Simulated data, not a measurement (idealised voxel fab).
process module | voxel lift off
cross-section cut | 175 nm wide | cells 5 nm
A cross-section is a grid of square cells, given in bands from the top down. A band is one or more rows of cells.
Each band's line starts with the height of the band's top and of its bottom, in nm. Then come its materials from left to right, each with its width in nm. One material with "throughout" fills the band from edge to edge. "air" is empty space.
Height 0 is the level under which the wafer as received is all one material. The lowest band goes on downwards, as in "0 down".
A width such as "30 to 40" changes by the same amount from each row of cells to the next, from the band's top row to its bottom row.
"no change" after a step means that no cell of the cross-section changed.
closed voids: empty space of 8 cells or more with no open way to the top, each as width x height at its distance from the left edge, in nm
after a step's settings: what the simulator itself notes on the step
overlay nm, on a step with a mask: how far to the right of its planned place the mask lay; to the left if negative
plan
1 op RECEIVE | material Si
2 op CONFORMAL_DEP | material SiN | thk nm 10
3 op PATTERN | tone open | mask id LINES | material resist | width nm 15 | pitch nm 45 | thk nm 20 | overlay nm 0
4 op DIRECTIONAL_DEP | material Ru | thk nm 10
5 op STRIP | etch materials resist
6 op CONFORMAL_DEP | material SiN | thk nm 5
varied across the wafers: width nm of step 3. The plan shows the first wafer's value. All wafers start alike
first wafer as received, after step 1
  0 down: Si throughout
  closed voids: none
each wafer at the end: cells of each material gained (+) or lost (-) since it was received, then its closed voids
width nm 15 | +18 Ru | +117 SiN | closed voids: none
width nm 20 | +24 Ru | +117 SiN | closed voids: none
width nm 25 | +30 Ru | +117 SiN | closed voids: none
width nm 30 | +36 Ru | +117 SiN | closed voids: none
